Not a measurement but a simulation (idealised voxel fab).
Module name: voxel ribs on slabs (process module)
Displayed cross-section: cut, width of 175 nm, square cells sized 5 nm.
Cross-section spec: square-cell grid; bands listed top down; each band is one or more rows.
The band entry comprises the height of the band's top followed by the height of its bottom, expressed in nm, and subsequently the band's materials from left to right, each stated together with its width in nm. Where a single material is marked with the word "all across", that material fills the band from edge to edge. The word "empty" represents empty space.
Counting heights begins at 0, where everything beneath is, in the wafer as received, one material. The lowest band has no bottom; it goes on downwards, as "from 0 down" shows.
A two-number width, for instance "30 to 40", indicates that the width is equal to the first number in the top row of the band and to the second number in the bottom row, and that it changes by a constant amount per row of cells.
Reading "no modifications" for a step: not a cell of the cross-section changed in it.
Empty spaces without an open route to the top, at least 8 cells in extent, make up the entry "Enclosed void catalog"; each is given as width x height at distance, where the distance is measured from the left edge, and all are in nm.
Post-settings text on a step line: simulator's own remark regarding the step.
overlay nm, on a step with a mask: how far to the right of its planned place the mask lay; to the left if negative

Process steps foreseen in the plan
1: op RECEIVE | material Si
2: op DIRECTIONAL_DEP | material SiO2 | thk nm 30
3: op DIRECTIONAL_DEP | material SiN | thk nm 20
4: op PATTERN | tone cover | mask id RIB | material resist | width nm 20 | thk nm 20 | overlay nm 0
5: op DIRECTIONAL_ETCH | etch materials SiN | depth nm 15
6: op STRIP | etch materials resist
7: op PATTERN | tone cover | mask id SLAB | material resist | width nm 60 | thk nm 20 | overlay nm 0
8: op DIRECTIONAL_ETCH | etch materials SiN | depth nm 5
9: op STRIP | etch materials resist
10: op FILL_DEP | material SiO2 | thk nm 15
11: op CMP | height nm 60
12: op DIRECTIONAL_DEP | material TiN | thk nm 10
13: op DIRECTIONAL_DEP | material aC | thk nm 10
14: op PATTERN | tone cover | mask id HEATER | material resist | width nm 20 | thk nm 25 | overlay nm 0
15: op DIRECTIONAL_ETCH | etch materials aC | depth nm 10
16: op STRIP | etch materials resist
17: op DIRECTIONAL_ETCH | etch materials TiN | depth nm 10
18: op STRIP | etch materials aC
19: op CONFORMAL_DEP | material SiN | thk nm 5
Keep in mind the plan's value for the width nm of step 14 comes from the first wafer; the wafers don't share that setting, but they do share the same starting point.

Step 1 complete: as-received cross-section of the first of several wafers
from 0 down = Si all across
Enclosed void catalog: none

Row per wafer, end-of-module: cell gain (+)/loss (-) by material since the wafer came in, then closed voids
width nm 20; +63 SiN; +396 SiO2; +8 TiN; Enclosed void catalog: none
width nm 25; +63 SiN; +396 SiO2; +10 TiN; Enclosed void catalog: none
width nm 30; +63 SiN; +396 SiO2; +12 TiN; Enclosed void catalog: none
width nm 35; +63 SiN; +396 SiO2; +14 TiN; Enclosed void catalog: none
width nm 40; +63 SiN; +396 SiO2; +16 TiN; Enclosed void catalog: none
width nm 45; +63 SiN; +396 SiO2; +18 TiN; Enclosed void catalog: none
